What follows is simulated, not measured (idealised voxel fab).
Process module in this document: voxel transistor to metal
Cross-section cut spans 165 nm and uses square cells 5 nm in size.
The cross-sections in this document take the form of a grid made of square cells. They are written out as bands, in order from top to bottom. Each band consists of one or more rows of cells. Quick guide to a band line: top height, bottom height (nm) up front; then every material left to right with its width in nm. Only one material and it's marked "edge to edge"? Then it fills the band edge to edge. And "air" just means empty space. Basically, 0 is our baseline, since under it the wafer straight out of the box is all one material. The bottom band has no lower end and keeps on going down, so it looks like "0 down". The width entry "30->40" should be interpreted row by row: the top row of cells in the band takes the first number, the bottom row takes the second number, and the change between adjacent rows is uniform throughout. Key: "no alteration" - step with no changed cell in the cross-section. Heads up: "Unvented cavities" only lists the empty pockets with no open path to the top that are 8 cells or more, and it writes them as width x height at distance, distance from the left edge, in nm. Past the settings on a step's line: simulator remark, on that step. For masked steps, "overlay nm" on the step line gives how far right of plan the mask actually lay; a minus sign means it lay to the left.

# Planned process steps
| 1 | RECEIVE,material Si |
| 2 | CONFORMAL_DEP,material SiO2,thk nm 5 |
| 3 | CONFORMAL_DEP,material SiN,thk nm 15 |
| 4 | MASKED_ETCH,tone cover,mask id ACTIVE,width nm 105,etch materials SiN,depth nm 15,overlay nm 0 |
| 5 | MASKED_ETCH,tone cover,mask id ACTIVE,width nm 105,etch materials SiO2,depth nm 5,overlay nm 0 |
| 6 | MASKED_ETCH,tone cover,mask id ACTIVE,width nm 105,etch materials Si,depth nm 25,overlay nm 0 |
| 7 | FILL_DEP,material SiO2,thk nm 15 |
| 8 | CMP,height nm 20 |
| 9 | SELECTIVE_ETCH,etch materials SiO2,depth nm 10 |
| 10 | STRIP,etch materials SiN |
| 11 | SELECTIVE_ETCH,etch materials SiO2,depth nm 5 |
| 12 | OXIDIZE,depth nm 5 |
| 13 | DIRECTIONAL_DEP,material polySi,thk nm 20 |
| 14 | DIRECTIONAL_DEP,material SiCN,thk nm 15 |
| 15 | DIRECTIONAL_DEP,material aC,thk nm 10 |
| 16 | PATTERN,tone cover,mask id GATE,material resist,width nm 35,thk nm 25,overlay nm 0 |
| 17 | DIRECTIONAL_ETCH,etch materials aC,depth nm 10 |
| 18 | STRIP,etch materials resist |
| 19 | DIRECTIONAL_ETCH,etch materials SiCN,depth nm 25 |
| 20 | DIRECTIONAL_ETCH,etch materials polySi,depth nm 30 |
| 21 | STRIP,etch materials aC |
| 22 | CONFORMAL_DEP,material SiO2,thk nm 5 |
| 23 | DIRECTIONAL_ETCH,etch materials SiO2,depth nm 5 |
| 24 | CONFORMAL_DEP,material SiN,thk nm 10 |
| 25 | DIRECTIONAL_ETCH,etch materials SiN,depth nm 10 |
| 26 | DIRECTIONAL_ETCH,etch materials SiO2,depth nm 5 |
| 27 | DIRECTIONAL_ETCH,etch materials Si,depth nm 5 |
| 28 | EPI,material nSi,thk nm 10 |
| 29 | FILL_DEP,material SiO2,thk nm 10 |
| 30 | CMP,height nm 20 |
| 31 | STRIP,etch materials polySi |
| 32 | SELECTIVE_ETCH,etch materials SiO2,depth nm 5 |
| 33 | CONFORMAL_DEP,material HfO2,thk nm 5 |
| 34 | CONFORMAL_DEP,material TiN,thk nm 5 |
| 35 | FILL_DEP,material W,thk nm 10 |
| 36 | CMP,height nm 15 |
| 37 | DIRECTIONAL_DEP,material SiO2,thk nm 10 |
| 38 | MASKED_ETCH,tone open,mask id CONTACT,width nm 15,pitch nm 80,etch materials SiO2,depth nm 20,overlay nm 0 |
| 39 | CONFORMAL_DEP,material TiN,thk nm 5 |
| 40 | FILL_DEP,material W,thk nm 5 |
| 41 | CMP,height nm 25 |
| 42 | CONFORMAL_DEP,material SiCN,thk nm 5 |
| 43 | DIRECTIONAL_DEP,material SiO2,thk nm 20 |
| 44 | DIRECTIONAL_DEP,material aC,thk nm 10 |
| 45 | PATTERN,tone open,mask id METAL_1,material resist,width nm 15,pitch nm 80,thk nm 25,overlay nm 0 |
| 46 | DIRECTIONAL_ETCH,etch materials aC,depth nm 10 |
| 47 | STRIP,etch materials resist |
| 48 | DIRECTIONAL_ETCH,etch materials SiO2,depth nm 20 |
| 49 | DIRECTIONAL_ETCH,etch materials SiCN,depth nm 5 |
| 50 | STRIP,etch materials aC |
| 51 | CONFORMAL_DEP,material TiN,thk nm 5 |
| 52 | FILL_DEP,material Cu,thk nm 10 |
| 53 | CMP,height nm 50 |
| 54 | CONFORMAL_DEP,material SiCN,thk nm 5 |
| 55 | DIRECTIONAL_DEP,material lowk,thk nm 25 |
| 56 | MASKED_ETCH,tone open,mask id METAL_2,width nm 15,pitch nm 80,etch materials lowk,depth nm 15,overlay nm 0 |
| 57 | MASKED_ETCH,tone open,mask id METAL_2_HOLES,width nm 15,pitch nm 80,etch materials lowk,depth nm 10,overlay nm 0 |
| 58 | MASKED_ETCH,tone open,mask id METAL_2_HOLES,width nm 15,pitch nm 80,etch materials SiCN,depth nm 5,overlay nm 0 |
| 59 | CONFORMAL_DEP,material TiN,thk nm 5 |
| 60 | FILL_DEP,material Ru,thk nm 5 |
| 61 | CMP,height nm 80 |
| 62 | CONFORMAL_DEP,material SiCN,thk nm 5 |

# Cross-section: wafer on arrival = after step 1
    0 down  Si edge to edge
    Unvented cavities: none

# Here's the cross-section of the first of our two wafers at the end of the module - it ran as planned
    85 to 80  SiCN edge to edge
    80 to 55  35 lowk, then 5 TiN, then 5 Ru, then 5 TiN, then 65 lowk, then 5 TiN, then 5 Ru, then 5 TiN, then 35 lowk
    55 to 50  35 SiCN, then 15 TiN, then 65 SiCN, then 15 TiN, then 35 SiCN
    50 to 30  35 SiO2, then 5 TiN, then 5 Cu, then 5 TiN, then 65 SiO2, then 5 TiN, then 5 Cu, then 5 TiN, then 35 SiO2
    30 to 25  35 SiCN, then 15 TiN, then 65 SiCN, then 15 TiN, then 35 SiCN
    25 to 15  35 SiO2, then 5 TiN, then 5 W, then 5 TiN, then 65 SiO2, then 5 TiN, then 5 W, then 5 TiN, then 35 SiO2
    15 to 10  35 SiO2, then 5 TiN, then 5 W, then 5 TiN, then 10 SiN, then 5 HfO2, then 5 TiN, then 25 W, then 5 TiN, then 5 HfO2, then 10 SiN, then 5 TiN, then 5 W, then 5 TiN, then 35 SiO2
    10 to 5  35 SiO2, then 15 TiN, then 10 SiN, then 5 HfO2, then 5 TiN, then 25 W, then 5 TiN, then 5 HfO2, then 10 SiN, then 15 TiN, then 35 SiO2
    5 to 0  30 SiO2, then 10 SiN, then 10 nSi, then 10 SiN, then 5 HfO2, then 35 TiN, then 5 HfO2, then 10 SiN, then 10 nSi, then 10 SiN, then 30 SiO2
    0 to -5  40 SiO2, then 10 nSi, then 10 SiO2, then 45 HfO2, then 10 SiO2, then 10 nSi, then 40 SiO2
    -5 to -10  30 SiO2, then 10 Si, then 10 nSi, then 65 Si, then 10 nSi, then 10 Si, then 30 SiO2
    -10 to -25  30 SiO2, then 105 Si, then 30 SiO2
    -25 down  Si edge to edge
    Unvented cavities: none

# This is the second of the two wafers, cross-sectioned at the end of the module; it started exactly like the first and was given the same plan, but it was run with one mistake
    85 to 80  SiCN edge to edge
    80 to 60  35 lowk, then 5 TiN, then 5 Ru, then 5 TiN, then 65 lowk, then 5 TiN, then 5 Ru, then 5 TiN, then 35 lowk
    60 to 55  35 lowk, then 15 TiN, then 65 lowk, then 15 TiN, then 35 lowk
    55 to 50  HfO2 edge to edge
    50 to 30  35 SiO2, then 5 TiN, then 5 Cu, then 5 TiN, then 65 SiO2, then 5 TiN, then 5 Cu, then 5 TiN, then 35 SiO2
    30 to 25  35 SiCN, then 15 TiN, then 65 SiCN, then 15 TiN, then 35 SiCN
    25 to 15  35 SiO2, then 5 TiN, then 5 W, then 5 TiN, then 65 SiO2, then 5 TiN, then 5 W, then 5 TiN, then 35 SiO2
    15 to 10  35 SiO2, then 5 TiN, then 5 W, then 5 TiN, then 10 SiN, then 5 HfO2, then 5 TiN, then 25 W, then 5 TiN, then 5 HfO2, then 10 SiN, then 5 TiN, then 5 W, then 5 TiN, then 35 SiO2
    10 to 5  35 SiO2, then 15 TiN, then 10 SiN, then 5 HfO2, then 5 TiN, then 25 W, then 5 TiN, then 5 HfO2, then 10 SiN, then 15 TiN, then 35 SiO2
    5 to 0  30 SiO2, then 10 SiN, then 10 nSi, then 10 SiN, then 5 HfO2, then 35 TiN, then 5 HfO2, then 10 SiN, then 10 nSi, then 10 SiN, then 30 SiO2
    0 to -5  40 SiO2, then 10 nSi, then 10 SiO2, then 45 HfO2, then 10 SiO2, then 10 nSi, then 40 SiO2
    -5 to -10  30 SiO2, then 10 Si, then 10 nSi, then 65 Si, then 10 nSi, then 10 Si, then 30 SiO2
    -10 to -25  30 SiO2, then 105 Si, then 30 SiO2
    -25 down  Si edge to edge
    Unvented cavities: none
What went wrong in running the wafer? not per plan at step 54, really ran CONFORMAL_DEP,material HfO2,thk nm 5
Final comparison by cell count, materials where the second wafer has more or fewer than the first: 33 more of HfO2; 2 fewer of Ru; 27 fewer of SiCN; 4 fewer of TiN
